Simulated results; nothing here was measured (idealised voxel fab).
process module | voxel trench capacitor
cross-section cut | 240 nm wide | cells 5 nm
A cross-section is a grid of square cells, given in bands from the top down. A band is one or more rows of cells.
Each band's line starts with the height of the band's top and of its bottom, in nm. Then come its materials from left to right, each with its width in nm. One material with "throughout" fills the band from edge to edge. "air" is empty space.
Height 0 is the level under which the wafer as received is all one material. The lowest band goes on downwards, as in "0 down".
A width such as "30 to 40" changes by the same amount from each row of cells to the next, from the band's top row to its bottom row.
"no change" after a step means that no cell of the cross-section changed.
closed voids: empty space of 8 cells or more with no open way to the top, each as width x height at its distance from the left edge, in nm
after a step's settings: what the simulator itself notes on the step
overlay nm, on a step with a mask: how far to the right of its planned place the mask lay; to the left if negative
Each pair below shows a cross-section before one step and the cross-section after it, down to the lowest band that changed. The line under each pair gives the step between them, with its settings. The pairs can come from different runs of this module on the same starting wafer, so a pair continues from the pair above only where its "before" says so.
before
  0 down: Si throughout
  closed voids: none
after
  5 to 0: SiN throughout
  below 0: unchanged
  closed voids: none
the step between: op CONFORMAL_DEP | material SiN | thk nm 5
before: the cross-section after the pair above
after
  20 to 5: aC throughout
  below 5: unchanged
  closed voids: none
the step between: op DIRECTIONAL_DEP | material aC | thk nm 15
before: the cross-section after the pair above
after
  50 to 20: resist 55 | air 25 | resist 25 | air 25 | resist 25 | air 25 | resist 60
  below 20: unchanged
  closed voids: none
the step between: op PATTERN | tone open | mask id TRENCH | material resist | width nm 25 | pitch nm 50 | thk nm 30 | overlay nm 0
before: the cross-section after the pair above
after
  35 to 20: resist 55 | air 25 | resist 25 | air 25 | resist 25 | air 25 | resist 60
  20 to 5: aC 55 | air 25 | aC 25 | air 25 | aC 25 | air 25 | aC 60
  below 5: unchanged
  closed voids: none
the step between: op DIRECTIONAL_ETCH | etch materials aC | depth nm 15
before: the cross-section after the pair above
after
  20 to 5: aC 55 | air 25 | aC 25 | air 25 | aC 25 | air 25 | aC 60
  below 5: unchanged
  closed voids: none
the step between: op STRIP | etch materials resist
before: the cross-section after the pair above
after
  20 to 5: aC 55 | air 25 | aC 25 | air 25 | aC 25 | air 25 | aC 60
  5 to 0: SiN 55 | air 25 | SiN 25 | air 25 | SiN 25 | air 25 | SiN 60
  below 0: unchanged
  closed voids: none
the step between: op DIRECTIONAL_ETCH | etch materials SiN | depth nm 5
before: the cross-section after the pair above
after
  20 to 5: aC 55 | air 25 | aC 25 | air 25 | aC 25 | air 25 | aC 60
  5 to 0: SiN 55 | air 25 | SiN 25 | air 25 | SiN 25 | air 25 | SiN 60
  0 to -25: Si 55 | air 25 | Si 25 | air 25 | Si 25 | air 25 | Si 60
  below -25: unchanged
  closed voids: none
the step between: op DIRECTIONAL_ETCH | etch materials Si | depth nm 25
before: the cross-section after the pair above
after
  5 to 0: SiN 55 | air 25 | SiN 25 | air 25 | SiN 25 | air 25 | SiN 60
  below 0: unchanged
  closed voids: none
the step between: op STRIP | etch materials aC
before: the cross-section after the pair above
after
  10 to 5: SiO2 60 | air 15 | SiO2 35 | air 15 | SiO2 35 | air 15 | SiO2 65
  5 to 0: SiN 55 | SiO2 5 | air 15 | SiO2 5 | SiN 25 | SiO2 5 | air 15 | SiO2 5 | SiN 25 | SiO2 5 | air 15 | SiO2 5 | SiN 60
  0 to -20: Si 55 | SiO2 5 | air 15 | SiO2 5 | Si 25 | SiO2 5 | air 15 | SiO2 5 | Si 25 | SiO2 5 | air 15 | SiO2 5 | Si 60
  -20 to -25: Si 55 | SiO2 25 | Si 25 | SiO2 25 | Si 25 | SiO2 25 | Si 60
  below -25: unchanged
  closed voids: none
the step between: op CONFORMAL_DEP | material SiO2 | thk nm 5
before: the cross-section after the pair above
after
  20 to 10: polySi throughout
  10 to 5: SiO2 60 | polySi 15 | SiO2 35 | polySi 15 | SiO2 35 | polySi 15 | SiO2 65
  5 to 0: SiN 55 | SiO2 5 | polySi 15 | SiO2 5 | SiN 25 | SiO2 5 | polySi 15 | SiO2 5 | SiN 25 | SiO2 5 | polySi 15 | SiO2 5 | SiN 60
  0 to -20: Si 55 | SiO2 5 | polySi 15 | SiO2 5 | Si 25 | SiO2 5 | polySi 15 | SiO2 5 | Si 25 | SiO2 5 | polySi 15 | SiO2 5 | Si 60
  below -20: unchanged
  closed voids: none
the step between: op FILL_DEP | material polySi | thk nm 10
before: the cross-section after the pair above
after
  5 to 0: SiN 55 | SiO2 5 | polySi 15 | SiO2 5 | SiN 25 | SiO2 5 | polySi 15 | SiO2 5 | SiN 25 | SiO2 5 | polySi 15 | SiO2 5 | SiN 60
  below 0: unchanged
  closed voids: none
the step between: op CMP | height nm 5
before
  20 to 5: aC 55 | air 25 | aC 25 | air 25 | aC 25 | air 25 | aC 60
  5 to 0: SiN 55 | air 25 | SiN 25 | air 25 | SiN 25 | air 25 | SiN 60
  0 to -25: Si 55 | air 25 | Si 25 | air 25 | Si 25 | air 25 | Si 60
  -25 down: Si throughout
  closed voids: none
after
  20 to 5: aC 55 | air 25 | aC 25 | air 25 | aC 25 | air 25 | aC 60
  5 to 0: SiN 55 | air 25 | SiN 25 | air 25 | SiN 25 | air 25 | SiN 60
  0 to -50: Si 55 | air 25 | Si 25 | air 25 | Si 25 | air 25 | Si 60
  below -50: unchanged
  closed voids: none
the step between: op DIRECTIONAL_ETCH | etch materials Si | depth nm 25
before: the cross-section after the pair above
after
  5 to 0: SiN 55 | air 25 | SiN 25 | air 25 | SiN 25 | air 25 | SiN 60
  below 0: unchanged
  closed voids: none
the step between: op STRIP | etch materials aC
before: the cross-section after the pair above
after
  10 to 5: SiO2 60 | air 15 | SiO2 35 | air 15 | SiO2 35 | air 15 | SiO2 65
  5 to 0: SiN 55 | SiO2 5 | air 15 | SiO2 5 | SiN 25 | SiO2 5 | air 15 | SiO2 5 | SiN 25 | SiO2 5 | air 15 | SiO2 5 | SiN 60
  0 to -45: Si 55 | SiO2 5 | air 15 | SiO2 5 | Si 25 | SiO2 5 | air 15 | SiO2 5 | Si 25 | SiO2 5 | air 15 | SiO2 5 | Si 60
  -45 to -50: Si 55 | SiO2 25 | Si 25 | SiO2 25 | Si 25 | SiO2 25 | Si 60
  below -50: unchanged
  closed voids: none
the step between: op CONFORMAL_DEP | material SiO2 | thk nm 5
before: the cross-section after the pair above
after
  20 to 10: polySi throughout
  10 to 5: SiO2 60 | polySi 15 | SiO2 35 | polySi 15 | SiO2 35 | polySi 15 | SiO2 65
  5 to 0: SiN 55 | SiO2 5 | polySi 15 | SiO2 5 | SiN 25 | SiO2 5 | polySi 15 | SiO2 5 | SiN 25 | SiO2 5 | polySi 15 | SiO2 5 | SiN 60
  0 to -45: Si 55 | SiO2 5 | polySi 15 | SiO2 5 | Si 25 | SiO2 5 | polySi 15 | SiO2 5 | Si 25 | SiO2 5 | polySi 15 | SiO2 5 | Si 60
  below -45: unchanged
  closed voids: none
the step between: op FILL_DEP | material polySi | thk nm 10
before: the cross-section after the pair above
after
  5 to 0: SiN 55 | SiO2 5 | polySi 15 | SiO2 5 | SiN 25 | SiO2 5 | polySi 15 | SiO2 5 | SiN 25 | SiO2 5 | polySi 15 | SiO2 5 | SiN 60
  below 0: unchanged
  closed voids: none
the step between: op CMP | height nm 5
before
  20 to 5: aC 55 | air 25 | aC 25 | air 25 | aC 25 | air 25 | aC 60
  5 to 0: SiN 55 | air 25 | SiN 25 | air 25 | SiN 25 | air 25 | SiN 60
  0 to -25: Si 55 | air 25 | Si 25 | air 25 | Si 25 | air 25 | Si 60
  -25 down: Si throughout
  closed voids: none
after
  25 to 20: SiO2 60 | air 15 | SiO2 35 | air 15 | SiO2 35 | air 15 | SiO2 65
  20 to 5: aC 55 | SiO2 5 | air 15 | SiO2 5 | aC 25 | SiO2 5 | air 15 | SiO2 5 | aC 25 | SiO2 5 | air 15 | SiO2 5 | aC 60
  5 to 0: SiN 55 | SiO2 5 | air 15 | SiO2 5 | SiN 25 | SiO2 5 | air 15 | SiO2 5 | SiN 25 | SiO2 5 | air 15 | SiO2 5 | SiN 60
  0 to -20: Si 55 | SiO2 5 | air 15 | SiO2 5 | Si 25 | SiO2 5 | air 15 | SiO2 5 | Si 25 | SiO2 5 | air 15 | SiO2 5 | Si 60
  -20 to -25: Si 55 | SiO2 25 | Si 25 | SiO2 25 | Si 25 | SiO2 25 | Si 60
  below -25: unchanged
  closed voids: none
the step between: op CONFORMAL_DEP | material SiO2 | thk nm 5
before: the cross-section after the pair above
after
  35 to 25: polySi throughout
  25 to 20: SiO2 60 | polySi 15 | SiO2 35 | polySi 15 | SiO2 35 | polySi 15 | SiO2 65
  20 to 5: aC 55 | SiO2 5 | polySi 15 | SiO2 5 | aC 25 | SiO2 5 | polySi 15 | SiO2 5 | aC 25 | SiO2 5 | polySi 15 | SiO2 5 | aC 60
  5 to 0: SiN 55 | SiO2 5 | polySi 15 | SiO2 5 | SiN 25 | SiO2 5 | polySi 15 | SiO2 5 | SiN 25 | SiO2 5 | polySi 15 | SiO2 5 | SiN 60
  0 to -20: Si 55 | SiO2 5 | polySi 15 | SiO2 5 | Si 25 | SiO2 5 | polySi 15 | SiO2 5 | Si 25 | SiO2 5 | polySi 15 | SiO2 5 | Si 60
  below -20: unchanged
  closed voids: none
the step between: op FILL_DEP | material polySi | thk nm 10
before: the cross-section after the pair above
after
  5 to 0: SiN 55 | SiO2 5 | polySi 15 | SiO2 5 | SiN 25 | SiO2 5 | polySi 15 | SiO2 5 | SiN 25 | SiO2 5 | polySi 15 | SiO2 5 | SiN 60
  below 0: unchanged
  closed voids: none
the step between: op CMP | height nm 5
before
  20 to 10: polySi throughout
  10 to 5: SiO2 60 | polySi 15 | SiO2 35 | polySi 15 | SiO2 35 | polySi 15 | SiO2 65
  5 to 0: SiN 55 | SiO2 5 | polySi 15 | SiO2 5 | SiN 25 | SiO2 5 | polySi 15 | SiO2 5 | SiN 25 | SiO2 5 | polySi 15 | SiO2 5 | SiN 60
  0 to -20: Si 55 | SiO2 5 | polySi 15 | SiO2 5 | Si 25 | SiO2 5 | polySi 15 | SiO2 5 | Si 25 | SiO2 5 | polySi 15 | SiO2 5 | Si 60
  -20 to -25: Si 55 | SiO2 25 | Si 25 | SiO2 25 | Si 25 | SiO2 25 | Si 60
  -25 down: Si throughout
  closed voids: none
after
  10 to 5: SiO2 60 | polySi 15 | SiO2 35 | polySi 15 | SiO2 35 | polySi 15 | SiO2 65
  below 5: unchanged
  closed voids: none
the step between: op CMP | height nm 10
before
  20 to 5: aC throughout
  5 to 0: SiN throughout
  0 down: Si throughout
  closed voids: none
after
  50 to 20: resist 60 | air 20 | resist 30 | air 20 | resist 30 | air 20 | resist 60
  below 20: unchanged
  closed voids: none
the step between: op PATTERN | tone open | mask id TRENCH | material resist | width nm 20 | pitch nm 50 | thk nm 30 | overlay nm 0
before: the cross-section after the pair above
after
  35 to 20: resist 60 | air 20 | resist 30 | air 20 | resist 30 | air 20 | resist 60
  20 to 5: aC 60 | air 20 | aC 30 | air 20 | aC 30 | air 20 | aC 60
  below 5: unchanged
  closed voids: none
the step between: op DIRECTIONAL_ETCH | etch materials aC | depth nm 15
before: the cross-section after the pair above
after
  20 to 5: aC 60 | air 20 | aC 30 | air 20 | aC 30 | air 20 | aC 60
  below 5: unchanged
  closed voids: none
the step between: op STRIP | etch materials resist
before: the cross-section after the pair above
after
  20 to 5: aC 60 | air 20 | aC 30 | air 20 | aC 30 | air 20 | aC 60
  5 to 0: SiN 60 | air 20 | SiN 30 | air 20 | SiN 30 | air 20 | SiN 60
  below 0: unchanged
  closed voids: none
the step between: op DIRECTIONAL_ETCH | etch materials SiN | depth nm 5
before: the cross-section after the pair above
after
  20 to 5: aC 60 | air 20 | aC 30 | air 20 | aC 30 | air 20 | aC 60
  5 to 0: SiN 60 | air 20 | SiN 30 | air 20 | SiN 30 | air 20 | SiN 60
  0 to -25: Si 60 | air 20 | Si 30 | air 20 | Si 30 | air 20 | Si 60
  below -25: unchanged
  closed voids: none
the step between: op DIRECTIONAL_ETCH | etch materials Si | depth nm 25
before: the cross-section after the pair above
after
  5 to 0: SiN 60 | air 20 | SiN 30 | air 20 | SiN 30 | air 20 | SiN 60
  below 0: unchanged
  closed voids: none
the step between: op STRIP | etch materials aC
before: the cross-section after the pair above
after
  10 to 5: SiO2 65 | air 10 | SiO2 40 | air 10 | SiO2 40 | air 10 | SiO2 65
  5 to 0: SiN 60 | SiO2 5 | air 10 | SiO2 5 | SiN 30 | SiO2 5 | air 10 | SiO2 5 | SiN 30 | SiO2 5 | air 10 | SiO2 5 | SiN 60
  0 to -20: Si 60 | SiO2 5 | air 10 | SiO2 5 | Si 30 | SiO2 5 | air 10 | SiO2 5 | Si 30 | SiO2 5 | air 10 | SiO2 5 | Si 60
  -20 to -25: Si 60 | SiO2 20 | Si 30 | SiO2 20 | Si 30 | SiO2 20 | Si 60
  below -25: unchanged
  closed voids: none
the step between: op CONFORMAL_DEP | material SiO2 | thk nm 5
before: the cross-section after the pair above
after
  20 to 10: polySi throughout
  10 to 5: SiO2 65 | polySi 10 | SiO2 40 | polySi 10 | SiO2 40 | polySi 10 | SiO2 65
  5 to 0: SiN 60 | SiO2 5 | polySi 10 | SiO2 5 | SiN 30 | SiO2 5 | polySi 10 | SiO2 5 | SiN 30 | SiO2 5 | polySi 10 | SiO2 5 | SiN 60
  0 to -20: Si 60 | SiO2 5 | polySi 10 | SiO2 5 | Si 30 | SiO2 5 | polySi 10 | SiO2 5 | Si 30 | SiO2 5 | polySi 10 | SiO2 5 | Si 60
  below -20: unchanged
  closed voids: none
the step between: op FILL_DEP | material polySi | thk nm 10
before: the cross-section after the pair above
after
  5 to 0: SiN 60 | SiO2 5 | polySi 10 | SiO2 5 | SiN 30 | SiO2 5 | polySi 10 | SiO2 5 | SiN 30 | SiO2 5 | polySi 10 | SiO2 5 | SiN 60
  below 0: unchanged
  closed voids: none
the step between: op CMP | height nm 5
before
  20 to 5: aC throughout
  5 to 0: SiN throughout
  0 down: Si throughout
  closed voids: none
after
  50 to 20: resist 60 | air 25 | resist 25 | air 25 | resist 25 | air 25 | resist 55
  below 20: unchanged
  closed voids: none
the step between: op PATTERN | tone open | mask id TRENCH | material resist | width nm 25 | pitch nm 50 | thk nm 30 | overlay nm 5
before: the cross-section after the pair above
after
  35 to 20: resist 60 | air 25 | resist 25 | air 25 | resist 25 | air 25 | resist 55
  20 to 5: aC 60 | air 25 | aC 25 | air 25 | aC 25 | air 25 | aC 55
  below 5: unchanged
  closed voids: none
the step between: op DIRECTIONAL_ETCH | etch materials aC | depth nm 15
before: the cross-section after the pair above
after
  20 to 5: aC 60 | air 25 | aC 25 | air 25 | aC 25 | air 25 | aC 55
  below 5: unchanged
  closed voids: none
the step between: op STRIP | etch materials resist
before: the cross-section after the pair above
after
  20 to 5: aC 60 | air 25 | aC 25 | air 25 | aC 25 | air 25 | aC 55
  5 to 0: SiN 60 | air 25 | SiN 25 | air 25 | SiN 25 | air 25 | SiN 55
  below 0: unchanged
  closed voids: none
the step between: op DIRECTIONAL_ETCH | etch materials SiN | depth nm 5
before: the cross-section after the pair above
after
  20 to 5: aC 60 | air 25 | aC 25 | air 25 | aC 25 | air 25 | aC 55
  5 to 0: SiN 60 | air 25 | SiN 25 | air 25 | SiN 25 | air 25 | SiN 55
  0 to -25: Si 60 | air 25 | Si 25 | air 25 | Si 25 | air 25 | Si 55
  below -25: unchanged
  closed voids: none
the step between: op DIRECTIONAL_ETCH | etch materials Si | depth nm 25
before: the cross-section after the pair above
after
  5 to 0: SiN 60 | air 25 | SiN 25 | air 25 | SiN 25 | air 25 | SiN 55
  below 0: unchanged
  closed voids: none
the step between: op STRIP | etch materials aC
before: the cross-section after the pair above
after
  10 to 5: SiO2 65 | air 15 | SiO2 35 | air 15 | SiO2 35 | air 15 | SiO2 60
  5 to 0: SiN 60 | SiO2 5 | air 15 | SiO2 5 | SiN 25 | SiO2 5 | air 15 | SiO2 5 | SiN 25 | SiO2 5 | air 15 | SiO2 5 | SiN 55
  0 to -20: Si 60 | SiO2 5 | air 15 | SiO2 5 | Si 25 | SiO2 5 | air 15 | SiO2 5 | Si 25 | SiO2 5 | air 15 | SiO2 5 | Si 55
  -20 to -25: Si 60 | SiO2 25 | Si 25 | SiO2 25 | Si 25 | SiO2 25 | Si 55
  below -25: unchanged
  closed voids: none
the step between: op CONFORMAL_DEP | material SiO2 | thk nm 5
before: the cross-section after the pair above
after
  20 to 10: polySi throughout
  10 to 5: SiO2 65 | polySi 15 | SiO2 35 | polySi 15 | SiO2 35 | polySi 15 | SiO2 60
  5 to 0: SiN 60 | SiO2 5 | polySi 15 | SiO2 5 | SiN 25 | SiO2 5 | polySi 15 | SiO2 5 | SiN 25 | SiO2 5 | polySi 15 | SiO2 5 | SiN 55
  0 to -20: Si 60 | SiO2 5 | polySi 15 | SiO2 5 | Si 25 | SiO2 5 | polySi 15 | SiO2 5 | Si 25 | SiO2 5 | polySi 15 | SiO2 5 | Si 55
  below -20: unchanged
  closed voids: none
the step between: op FILL_DEP | material polySi | thk nm 10
before: the cross-section after the pair above
after
  5 to 0: SiN 60 | SiO2 5 | polySi 15 | SiO2 5 | SiN 25 | SiO2 5 | polySi 15 | SiO2 5 | SiN 25 | SiO2 5 | polySi 15 | SiO2 5 | SiN 55
  below 0: unchanged
  closed voids: none
the step between: op CMP | height nm 5
before
  10 to 5: SiO2 60 | air 15 | SiO2 35 | air 15 | SiO2 35 | air 15 | SiO2 65
  5 to 0: SiN 55 | SiO2 5 | air 15 | SiO2 5 | SiN 25 | SiO2 5 | air 15 | SiO2 5 | SiN 25 | SiO2 5 | air 15 | SiO2 5 | SiN 60
  0 to -20: Si 55 | SiO2 5 | air 15 | SiO2 5 | Si 25 | SiO2 5 | air 15 | SiO2 5 | Si 25 | SiO2 5 | air 15 | SiO2 5 | Si 60
  -20 to -25: Si 55 | SiO2 25 | Si 25 | SiO2 25 | Si 25 | SiO2 25 | Si 60
  -25 down: Si throughout
  closed voids: none
after
  20 to 10: SiN throughout
  10 to 5: SiO2 60 | SiN 15 | SiO2 35 | SiN 15 | SiO2 35 | SiN 15 | SiO2 65
  5 to 0: SiN 55 | SiO2 5 | SiN 15 | SiO2 5 | SiN 25 | SiO2 5 | SiN 15 | SiO2 5 | SiN 25 | SiO2 5 | SiN 15 | SiO2 5 | SiN 60
  0 to -20: Si 55 | SiO2 5 | SiN 15 | SiO2 5 | Si 25 | SiO2 5 | SiN 15 | SiO2 5 | Si 25 | SiO2 5 | SiN 15 | SiO2 5 | Si 60
  below -20: unchanged
  closed voids: none
the step between: op FILL_DEP | material SiN | thk nm 10
before: the cross-section after the pair above
after
  5 to 0: SiN 55 | SiO2 5 | SiN 15 | SiO2 5 | SiN 25 | SiO2 5 | SiN 15 | SiO2 5 | SiN 25 | SiO2 5 | SiN 15 | SiO2 5 | SiN 60
  below 0: unchanged
  closed voids: none
the step between: op CMP | height nm 5
before
  20 to 5: aC throughout
  5 to 0: SiN throughout
  0 down: Si throughout
  closed voids: none
after
  50 to 20: air 55 | resist 25 | air 25 | resist 25 | air 25 | resist 25 | air 60
  below 20: unchanged
  closed voids: none
the step between: op PATTERN | tone cover | mask id TRENCH | material resist | width nm 25 | pitch nm 50 | thk nm 30 | overlay nm 0
before: the cross-section after the pair above
after
  35 to 20: air 55 | resist 25 | air 25 | resist 25 | air 25 | resist 25 | air 60
  20 to 5: air 55 | aC 25 | air 25 | aC 25 | air 25 | aC 25 | air 60
  below 5: unchanged
  closed voids: none
the step between: op DIRECTIONAL_ETCH | etch materials aC | depth nm 15
before: the cross-section after the pair above
after
  20 to 5: air 55 | aC 25 | air 25 | aC 25 | air 25 | aC 25 | air 60
  below 5: unchanged
  closed voids: none
the step between: op STRIP | etch materials resist
before: the cross-section after the pair above
after
  20 to 5: air 55 | aC 25 | air 25 | aC 25 | air 25 | aC 25 | air 60
  5 to 0: air 55 | SiN 25 | air 25 | SiN 25 | air 25 | SiN 25 | air 60
  below 0: unchanged
  closed voids: none
the step between: op DIRECTIONAL_ETCH | etch materials SiN | depth nm 5
before: the cross-section after the pair above
after
  20 to 5: air 55 | aC 25 | air 25 | aC 25 | air 25 | aC 25 | air 60
  5 to 0: air 55 | SiN 25 | air 25 | SiN 25 | air 25 | SiN 25 | air 60
  0 to -25: air 55 | Si 25 | air 25 | Si 25 | air 25 | Si 25 | air 60
  below -25: unchanged
  closed voids: none
the step between: op DIRECTIONAL_ETCH | etch materials Si | depth nm 25
before: the cross-section after the pair above
after
  5 to 0: air 55 | SiN 25 | air 25 | SiN 25 | air 25 | SiN 25 | air 60
  below 0: unchanged
  closed voids: none
the step between: op STRIP | etch materials aC
before: the cross-section after the pair above
after
  10 to 5: air 50 | SiO2 35 | air 15 | SiO2 35 | air 15 | SiO2 35 | air 55
  5 to 0: air 50 | SiO2 5 | SiN 25 | SiO2 5 | air 15 | SiO2 5 | SiN 25 | SiO2 5 | air 15 | SiO2 5 | SiN 25 | SiO2 5 | air 55
  0 to -20: air 50 | SiO2 5 | Si 25 | SiO2 5 | air 15 | SiO2 5 | Si 25 | SiO2 5 | air 15 | SiO2 5 | Si 25 | SiO2 5 | air 55
  -20 to -25: SiO2 55 | Si 25 | SiO2 25 | Si 25 | SiO2 25 | Si 25 | SiO2 60
  below -25: unchanged
  closed voids: none
the step between: op CONFORMAL_DEP | material SiO2 | thk nm 5
before: the cross-section after the pair above
after
  20 to 10: polySi throughout
  10 to 5: polySi 50 | SiO2 35 | polySi 15 | SiO2 35 | polySi 15 | SiO2 35 | polySi 55
  5 to 0: polySi 50 | SiO2 5 | SiN 25 | SiO2 5 | polySi 15 | SiO2 5 | SiN 25 | SiO2 5 | polySi 15 | SiO2 5 | SiN 25 | SiO2 5 | polySi 55
  0 to -20: polySi 50 | SiO2 5 | Si 25 | SiO2 5 | polySi 15 | SiO2 5 | Si 25 | SiO2 5 | polySi 15 | SiO2 5 | Si 25 | SiO2 5 | polySi 55
  below -20: unchanged
  closed voids: none
the step between: op FILL_DEP | material polySi | thk nm 10
before: the cross-section after the pair above
after
  5 to 0: polySi 50 | SiO2 5 | SiN 25 | SiO2 5 | polySi 15 | SiO2 5 | SiN 25 | SiO2 5 | polySi 15 | SiO2 5 | SiN 25 | SiO2 5 | polySi 55
  below 0: unchanged
  closed voids: none
the step between: op CMP | height nm 5
